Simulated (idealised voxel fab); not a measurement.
process module | voxel wiring stack
cross-section cut | 235 nm wide | cells 5 nm
A cross-section is a grid of square cells, given in bands from the top down. A band is one or more rows of cells.
Each band's line starts with the height of the band's top and of its bottom, in nm. Then come its materials from left to right, each with its width in nm. One material with "throughout" fills the band from edge to edge. "air" is empty space.
Height 0 is the level under which the wafer as received is all one material. The lowest band goes on downwards, as in "0 down".
A width such as "30 to 40" changes by the same amount from each row of cells to the next, from the band's top row to its bottom row.
"no change" after a step means that no cell of the cross-section changed.
closed voids: empty space of 8 cells or more with no open way to the top, each as width x height at its distance from the left edge, in nm
after a step's settings: what the simulator itself notes on the step
overlay nm, on a step with a mask: how far to the right of its planned place the mask lay; to the left if negative
plan
1 op RECEIVE | material Si
2 op CONFORMAL_DEP | material SiO2 | thk nm 10
3 op CONFORMAL_DEP | material SiCN | thk nm 5
4 op DIRECTIONAL_DEP | material SiO2 | thk nm 25
5 op MASKED_ETCH | tone open | mask id METAL_1 | width nm 25 | pitch nm 45 | etch materials SiO2 | depth nm 25 | overlay nm 0
6 op MASKED_ETCH | tone open | mask id METAL_1 | width nm 25 | pitch nm 45 | etch materials SiCN | depth nm 5 | overlay nm 0
7 op CONFORMAL_DEP | material TiN | thk nm 5
8 op FILL_DEP | material Cu | thk nm 10
9 op CMP | height nm 40
10 op CONFORMAL_DEP | material SiCN | thk nm 5
11 op DIRECTIONAL_DEP | material lowk | thk nm 30
12 op DIRECTIONAL_DEP | material aC | thk nm 10
13 op PATTERN | tone open | mask id METAL_2_HOLES | material resist | width nm 15 | pitch nm 90 | thk nm 30 | overlay nm 0
14 op DIRECTIONAL_ETCH | etch materials aC | depth nm 10
15 op STRIP | etch materials resist
16 op DIRECTIONAL_ETCH | etch materials lowk | depth nm 30
17 op STRIP | etch materials aC
18 op MASKED_ETCH | tone open | mask id METAL_2 | width nm 25 | pitch nm 45 | etch materials lowk | depth nm 20 | overlay nm 0
19 op MASKED_ETCH | tone open | mask id METAL_2 | width nm 25 | pitch nm 45 | etch materials SiCN | depth nm 5 | overlay nm 0
20 op CONFORMAL_DEP | material TiN | thk nm 5
21 op FILL_DEP | material Cu | thk nm 5
22 op CMP | height nm 75
23 op CONFORMAL_DEP | material SiCN | thk nm 5
24 op DIRECTIONAL_DEP | material lowk | thk nm 20
25 op MASKED_ETCH | tone open | mask id PLUG_2 | width nm 15 | pitch nm 90 | etch materials lowk | depth nm 20 | overlay nm 0
26 op MASKED_ETCH | tone open | mask id PLUG_2 | width nm 15 | pitch nm 90 | etch materials SiCN | depth nm 5 | overlay nm 0
27 op EPI | material Ru | thk nm 10
28 op EPI | material Ru | thk nm 10
29 op EPI | material Ru | thk nm 5
30 op CONFORMAL_DEP | material SiN | thk nm 5
31 op DIRECTIONAL_DEP | material lowk | thk nm 15
32 op PATTERN | tone open | mask id METAL_3 | material resist | width nm 25 | pitch nm 45 | thk nm 20 | overlay nm 0
33 op DIRECTIONAL_ETCH | etch materials lowk | depth nm 15
34 op DIRECTIONAL_ETCH | etch materials SiN | depth nm 5
35 op STRIP | etch materials resist
36 op CONFORMAL_DEP | material TiN | thk nm 5
37 op FILL_DEP | material Cu | thk nm 10
38 op CMP | height nm 120
39 op EPI | material Ru | thk nm 5
40 op FILL_DEP | material SiCN | thk nm 5
41 op DIRECTIONAL_DEP | material SiO2 | thk nm 10
42 op PATTERN | tone open | mask id PLUG_3 | material resist | width nm 15 | pitch nm 45 | thk nm 15 | overlay nm 0
43 op DIRECTIONAL_ETCH | etch materials SiO2 | depth nm 10
44 op DIRECTIONAL_ETCH | etch materials SiCN | depth nm 5
45 op STRIP | etch materials resist
46 op EPI | material Ru | thk nm 10
47 op EPI | material Ru | thk nm 5
48 op CONFORMAL_DEP | material SiCN | thk nm 5
49 op DIRECTIONAL_DEP | material SiO2 | thk nm 20
50 op PATTERN | tone open | mask id METAL_4 | material resist | width nm 25 | pitch nm 45 | thk nm 15 | overlay nm 0
51 op DIRECTIONAL_ETCH | etch materials SiO2 | depth nm 20
52 op DIRECTIONAL_ETCH | etch materials SiCN | depth nm 5
53 op STRIP | etch materials resist
54 op CONFORMAL_DEP | material TiN | thk nm 5
55 op FILL_DEP | material W | thk nm 10
56 op CMP | height nm 165
57 op CONFORMAL_DEP | material SiCN | thk nm 5
first wafer, as planned
as received, after step 1
  0 down: Si throughout
  closed voids: none
after step 2
  10 to 0: SiO2 throughout
  below 0: unchanged
after step 3
  15 to 10: SiCN throughout
  below 10: unchanged
after step 4
  40 to 15: SiO2 throughout
  below 15: unchanged
after step 5
  40 to 15: SiO2 60 | air 25 | SiO2 20 | air 25 | SiO2 20 | air 25 | SiO2 60
  below 15: unchanged
after step 6
  40 to 15: SiO2 60 | air 25 | SiO2 20 | air 25 | SiO2 20 | air 25 | SiO2 60
  15 to 10: SiCN 60 | air 25 | SiCN 20 | air 25 | SiCN 20 | air 25 | SiCN 60
  below 10: unchanged
after step 7
  45 to 40: TiN 65 | air 15 | TiN 30 | air 15 | TiN 30 | air 15 | TiN 65
  40 to 15: SiO2 60 | TiN 5 | air 15 | TiN 5 | SiO2 20 | TiN 5 | air 15 | TiN 5 | SiO2 20 | TiN 5 | air 15 | TiN 5 | SiO2 60
  15 to 10: SiCN 60 | TiN 25 | SiCN 20 | TiN 25 | SiCN 20 | TiN 25 | SiCN 60
  below 10: unchanged
after step 8
  55 to 45: Cu throughout
  45 to 40: TiN 65 | Cu 15 | TiN 30 | Cu 15 | TiN 30 | Cu 15 | TiN 65
  40 to 15: SiO2 60 | TiN 5 | Cu 15 | TiN 5 | SiO2 20 | TiN 5 | Cu 15 | TiN 5 | SiO2 20 | TiN 5 | Cu 15 | TiN 5 | SiO2 60
  below 15: unchanged
after step 9
  40 to 15: SiO2 60 | TiN 5 | Cu 15 | TiN 5 | SiO2 20 | TiN 5 | Cu 15 | TiN 5 | SiO2 20 | TiN 5 | Cu 15 | TiN 5 | SiO2 60
  below 15: unchanged
after step 10
  45 to 40: SiCN throughout
  below 40: unchanged
after step 11
  75 to 45: lowk throughout
  below 45: unchanged
after step 12
  85 to 75: aC throughout
  below 75: unchanged
after step 13
  115 to 85: resist 60 | air 15 | resist 75 | air 15 | resist 70
  below 85: unchanged
after step 14
  105 to 85: resist 60 | air 15 | resist 75 | air 15 | resist 70
  85 to 75: aC 60 | air 15 | aC 75 | air 15 | aC 70
  below 75: unchanged
after step 15
  85 to 75: aC 60 | air 15 | aC 75 | air 15 | aC 70
  below 75: unchanged
after step 16
  85 to 75: aC 60 | air 15 | aC 75 | air 15 | aC 70
  75 to 45: lowk 60 | air 15 | lowk 75 | air 15 | lowk 70
  below 45: unchanged
after step 17
  75 to 45: lowk 60 | air 15 | lowk 75 | air 15 | lowk 70
  below 45: unchanged
after step 18
  75 to 55: lowk 60 | air 25 | lowk 20 | air 25 | lowk 20 | air 25 | lowk 60
  below 55: unchanged
after step 19
  75 to 55: lowk 60 | air 25 | lowk 20 | air 25 | lowk 20 | air 25 | lowk 60
  55 to 45: lowk 60 | air 15 | lowk 75 | air 15 | lowk 70
  45 to 40: SiCN 60 | air 15 | SiCN 75 | air 15 | SiCN 70
  below 40: unchanged
after step 20
  80 to 75: TiN 65 | air 15 | TiN 30 | air 15 | TiN 30 | air 15 | TiN 65
  75 to 60: lowk 60 | TiN 5 | air 15 | TiN 5 | lowk 20 | TiN 5 | air 15 | TiN 5 | lowk 20 | TiN 5 | air 15 | TiN 5 | lowk 60
  60 to 55: lowk 60 | TiN 5 | air 5 | TiN 15 | lowk 20 | TiN 25 | lowk 20 | TiN 5 | air 5 | TiN 15 | lowk 60
  55 to 45: lowk 60 | TiN 5 | air 5 | TiN 5 | lowk 75 | TiN 5 | air 5 | TiN 5 | lowk 70
  45 to 40: SiCN 60 | TiN 15 | SiCN 75 | TiN 15 | SiCN 70
  below 40: unchanged
after step 21
  85 to 80: Cu throughout
  80 to 75: TiN 65 | Cu 15 | TiN 30 | Cu 15 | TiN 30 | Cu 15 | TiN 65
  75 to 60: lowk 60 | TiN 5 | Cu 15 | TiN 5 | lowk 20 | TiN 5 | Cu 15 | TiN 5 | lowk 20 | TiN 5 | Cu 15 | TiN 5 | lowk 60
  60 to 55: lowk 60 | TiN 5 | Cu 5 | TiN 15 | lowk 20 | TiN 25 | lowk 20 | TiN 5 | Cu 5 | TiN 15 | lowk 60
  55 to 45: lowk 60 | TiN 5 | Cu 5 | TiN 5 | lowk 75 | TiN 5 | Cu 5 | TiN 5 | lowk 70
  below 45: unchanged
after step 22
  75 to 60: lowk 60 | TiN 5 | Cu 15 | TiN 5 | lowk 20 | TiN 5 | Cu 15 | TiN 5 | lowk 20 | TiN 5 | Cu 15 | TiN 5 | lowk 60
  below 60: unchanged
after step 23
  80 to 75: SiCN throughout
  below 75: unchanged
after step 24
  100 to 80: lowk throughout
  below 80: unchanged
after step 25
  100 to 80: lowk 60 | air 15 | lowk 75 | air 15 | lowk 70
  below 80: unchanged
after step 26
  100 to 80: lowk 60 | air 15 | lowk 75 | air 15 | lowk 70
  80 to 75: SiCN 60 | air 15 | SiCN 75 | air 15 | SiCN 70
  below 75: unchanged
after step 27
  100 to 85: lowk 60 | air 15 | lowk 75 | air 15 | lowk 70
  85 to 80: lowk 60 | Ru 15 | lowk 75 | Ru 15 | lowk 70
  80 to 75: SiCN 60 | Ru 15 | SiCN 75 | Ru 15 | SiCN 70
  below 75: unchanged
after step 28
  100 to 95: lowk 60 | air 15 | lowk 75 | air 15 | lowk 70
  95 to 80: lowk 60 | Ru 15 | lowk 75 | Ru 15 | lowk 70
  below 80: unchanged
after step 29
  100 to 80: lowk 60 | Ru 15 | lowk 75 | Ru 15 | lowk 70
  below 80: unchanged
after step 30
  105 to 100: SiN throughout
  below 100: unchanged
after step 31
  120 to 105: lowk throughout
  below 105: unchanged
after step 32
  140 to 120: resist 60 | air 25 | resist 20 | air 25 | resist 20 | air 25 | resist 60
  below 120: unchanged
after step 33
  140 to 120: resist 60 | air 25 | resist 20 | air 25 | resist 20 | air 25 | resist 60
  120 to 105: lowk 60 | air 25 | lowk 20 | air 25 | lowk 20 | air 25 | lowk 60
  below 105: unchanged
after step 34
  140 to 120: resist 60 | air 25 | resist 20 | air 25 | resist 20 | air 25 | resist 60
  120 to 105: lowk 60 | air 25 | lowk 20 | air 25 | lowk 20 | air 25 | lowk 60
  105 to 100: SiN 60 | air 25 | SiN 20 | air 25 | SiN 20 | air 25 | SiN 60
  below 100: unchanged
after step 35
  120 to 105: lowk 60 | air 25 | lowk 20 | air 25 | lowk 20 | air 25 | lowk 60
  below 105: unchanged
after step 36
  125 to 120: TiN 65 | air 15 | TiN 30 | air 15 | TiN 30 | air 15 | TiN 65
  120 to 105: lowk 60 | TiN 5 | air 15 | TiN 5 | lowk 20 | TiN 5 | air 15 | TiN 5 | lowk 20 | TiN 5 | air 15 | TiN 5 | lowk 60
  105 to 100: SiN 60 | TiN 25 | SiN 20 | TiN 25 | SiN 20 | TiN 25 | SiN 60
  below 100: unchanged
after step 37
  135 to 125: Cu throughout
  125 to 120: TiN 65 | Cu 15 | TiN 30 | Cu 15 | TiN 30 | Cu 15 | TiN 65
  120 to 105: lowk 60 | TiN 5 | Cu 15 | TiN 5 | lowk 20 | TiN 5 | Cu 15 | TiN 5 | lowk 20 | TiN 5 | Cu 15 | TiN 5 | lowk 60
  below 105: unchanged
after step 38
  120 to 105: lowk 60 | TiN 5 | Cu 15 | TiN 5 | lowk 20 | TiN 5 | Cu 15 | TiN 5 | lowk 20 | TiN 5 | Cu 15 | TiN 5 | lowk 60
  below 105: unchanged
after step 39
  125 to 120: air 55 | Ru 35 | air 10 | Ru 35 | air 10 | Ru 35 | air 55
  below 120: unchanged
after step 40
  130 to 125: SiCN throughout
  125 to 120: SiCN 55 | Ru 35 | SiCN 10 | Ru 35 | SiCN 10 | Ru 35 | SiCN 55
  below 120: unchanged
after step 41
  140 to 130: SiO2 throughout
  below 130: unchanged
after step 42
  155 to 140: resist 60 | air 15 | resist 30 | air 15 | resist 30 | air 15 | resist 70
  below 140: unchanged
after step 43
  155 to 140: resist 60 | air 15 | resist 30 | air 15 | resist 30 | air 15 | resist 70
  140 to 130: SiO2 60 | air 15 | SiO2 30 | air 15 | SiO2 30 | air 15 | SiO2 70
  below 130: unchanged
after step 44
  155 to 140: resist 60 | air 15 | resist 30 | air 15 | resist 30 | air 15 | resist 70
  140 to 130: SiO2 60 | air 15 | SiO2 30 | air 15 | SiO2 30 | air 15 | SiO2 70
  130 to 125: SiCN 60 | air 15 | SiCN 30 | air 15 | SiCN 30 | air 15 | SiCN 70
  below 125: unchanged
after step 45
  140 to 130: SiO2 60 | air 15 | SiO2 30 | air 15 | SiO2 30 | air 15 | SiO2 70
  below 130: unchanged
after step 46
  140 to 135: SiO2 60 | air 15 | SiO2 30 | air 15 | SiO2 30 | air 15 | SiO2 70
  135 to 130: SiO2 60 | Ru 15 | SiO2 30 | Ru 15 | SiO2 30 | Ru 15 | SiO2 70
  130 to 120: SiCN 60 to 55 | Ru 15 to 35 | SiCN 30 to 10 | Ru 15 to 35 | SiCN 30 to 10 | Ru 15 to 35 | SiCN 70 to 55
  below 120: unchanged
after step 47
  140 to 130: SiO2 60 | Ru 15 | SiO2 30 | Ru 15 | SiO2 30 | Ru 15 | SiO2 70
  below 130: unchanged
after step 48
  145 to 140: SiCN throughout
  below 140: unchanged
after step 49
  165 to 145: SiO2 throughout
  below 145: unchanged
after step 50
  180 to 165: resist 60 | air 25 | resist 20 | air 25 | resist 20 | air 25 | resist 60
  below 165: unchanged
after step 51
  180 to 165: resist 60 | air 25 | resist 20 | air 25 | resist 20 | air 25 | resist 60
  165 to 145: SiO2 60 | air 25 | SiO2 20 | air 25 | SiO2 20 | air 25 | SiO2 60
  below 145: unchanged
after step 52
  180 to 165: resist 60 | air 25 | resist 20 | air 25 | resist 20 | air 25 | resist 60
  165 to 145: SiO2 60 | air 25 | SiO2 20 | air 25 | SiO2 20 | air 25 | SiO2 60
  145 to 140: SiCN 60 | air 25 | SiCN 20 | air 25 | SiCN 20 | air 25 | SiCN 60
  below 140: unchanged
after step 53
  165 to 145: SiO2 60 | air 25 | SiO2 20 | air 25 | SiO2 20 | air 25 | SiO2 60
  below 145: unchanged
after step 54
  170 to 165: TiN 65 | air 15 | TiN 30 | air 15 | TiN 30 | air 15 | TiN 65
  165 to 145: SiO2 60 | TiN 5 | air 15 | TiN 5 | SiO2 20 | TiN 5 | air 15 | TiN 5 | SiO2 20 | TiN 5 | air 15 | TiN 5 | SiO2 60
  145 to 140: SiCN 60 | TiN 25 | SiCN 20 | TiN 25 | SiCN 20 | TiN 25 | SiCN 60
  below 140: unchanged
after step 55
  180 to 170: W throughout
  170 to 165: TiN 65 | W 15 | TiN 30 | W 15 | TiN 30 | W 15 | TiN 65
  165 to 145: SiO2 60 | TiN 5 | W 15 | TiN 5 | SiO2 20 | TiN 5 | W 15 | TiN 5 | SiO2 20 | TiN 5 | W 15 | TiN 5 | SiO2 60
  below 145: unchanged
after step 56
  165 to 145: SiO2 60 | TiN 5 | W 15 | TiN 5 | SiO2 20 | TiN 5 | W 15 | TiN 5 | SiO2 20 | TiN 5 | W 15 | TiN 5 | SiO2 60
  below 145: unchanged
after step 57
  170 to 165: SiCN throughout
  below 165: unchanged
second wafer: like start, like plan, one mistake. Through step 45 it matches the first wafer
when step 46 should have ended: no change
when step 47 should have ended
  140 to 130: SiO2 60 | air 15 | SiO2 30 | air 15 | SiO2 30 | air 15 | SiO2 70
  130 to 120: SiCN 60 to 55 | Ru 15 to 35 | SiCN 30 to 10 | Ru 15 to 35 | SiCN 30 to 10 | Ru 15 to 35 | SiCN 70 to 55
  below 120: unchanged
when step 48 should have ended
  145 to 140: SiCN 65 | air 5 | SiCN 40 | air 5 | SiCN 40 | air 5 | SiCN 75
  140 to 135: SiO2 60 | SiCN 5 | air 5 | SiCN 5 | SiO2 30 | SiCN 5 | air 5 | SiCN 5 | SiO2 30 | SiCN 5 | air 5 | SiCN 5 | SiO2 70
  135 to 130: SiO2 60 | SiCN 15 | SiO2 30 | SiCN 15 | SiO2 30 | SiCN 15 | SiO2 70
  below 130: unchanged
when step 49 should have ended
  165 to 155: SiO2 65 | air 5 | SiO2 40 | air 5 | SiO2 40 | air 5 | SiO2 75
  155 to 145: SiO2 throughout
  145 to 140: SiCN 65 | SiO2 5 | SiCN 40 | SiO2 5 | SiCN 40 | SiO2 5 | SiCN 75
  140 to 135: SiO2 60 | SiCN 5 | SiO2 5 | SiCN 5 | SiO2 30 | SiCN 5 | SiO2 5 | SiCN 5 | SiO2 30 | SiCN 5 | SiO2 5 | SiCN 5 | SiO2 70
  below 135: unchanged
when step 50 should have ended
  180 to 165: resist 60 | air 25 | resist 20 | air 25 | resist 20 | air 25 | resist 60
  below 165: unchanged
when step 51 should have ended
  180 to 165: resist 60 | air 25 | resist 20 | air 25 | resist 20 | air 25 | resist 60
  165 to 145: SiO2 60 | air 25 | SiO2 20 | air 25 | SiO2 20 | air 25 | SiO2 60
  145 to 140: SiCN 65 | air 5 | SiCN 40 | air 5 | SiCN 40 | air 5 | SiCN 75
  140 to 135: SiO2 60 | SiCN 5 | air 5 | SiCN 5 | SiO2 30 | SiCN 5 | air 5 | SiCN 5 | SiO2 30 | SiCN 5 | air 5 | SiCN 5 | SiO2 70
  below 135: unchanged
when step 52 should have ended
  180 to 165: resist 60 | air 25 | resist 20 | air 25 | resist 20 | air 25 | resist 60
  165 to 145: SiO2 60 | air 25 | SiO2 20 | air 25 | SiO2 20 | air 25 | SiO2 60
  145 to 140: SiCN 60 | air 25 | SiCN 20 | air 25 | SiCN 20 | air 25 | SiCN 60
  140 to 130: SiO2 60 | SiCN 5 | air 5 | SiCN 5 | SiO2 30 | SiCN 5 | air 5 | SiCN 5 | SiO2 30 | SiCN 5 | air 5 | SiCN 5 | SiO2 70
  below 130: unchanged
when step 53 should have ended
  165 to 145: SiO2 60 | air 25 | SiO2 20 | air 25 | SiO2 20 | air 25 | SiO2 60
  below 145: unchanged
when step 54 should have ended
  170 to 165: TiN 65 | air 15 | TiN 30 | air 15 | TiN 30 | air 15 | TiN 65
  165 to 145: SiO2 60 | TiN 5 | air 15 | TiN 5 | SiO2 20 | TiN 5 | air 15 | TiN 5 | SiO2 20 | TiN 5 | air 15 | TiN 5 | SiO2 60
  145 to 140: SiCN 60 | TiN 25 | SiCN 20 | TiN 25 | SiCN 20 | TiN 25 | SiCN 60
  140 to 130: SiO2 60 | SiCN 5 | TiN 5 | SiCN 5 | SiO2 30 | SiCN 5 | TiN 5 | SiCN 5 | SiO2 30 | SiCN 5 | TiN 5 | SiCN 5 | SiO2 70
  below 130: unchanged
when step 55 should have ended
  180 to 170: W throughout
  170 to 165: TiN 65 | W 15 | TiN 30 | W 15 | TiN 30 | W 15 | TiN 65
  165 to 145: SiO2 60 | TiN 5 | W 15 | TiN 5 | SiO2 20 | TiN 5 | W 15 | TiN 5 | SiO2 20 | TiN 5 | W 15 | TiN 5 | SiO2 60
  below 145: unchanged
when step 56 should have ended
  165 to 145: SiO2 60 | TiN 5 | W 15 | TiN 5 | SiO2 20 | TiN 5 | W 15 | TiN 5 | SiO2 20 | TiN 5 | W 15 | TiN 5 | SiO2 60
  below 145: unchanged
when step 57 should have ended
  170 to 165: SiCN throughout
  below 165: unchanged
what went wrong: step 46 was left out
at the end the second wafer has, in cells: 18 fewer of Ru | 12 more of SiCN | 6 more of TiN
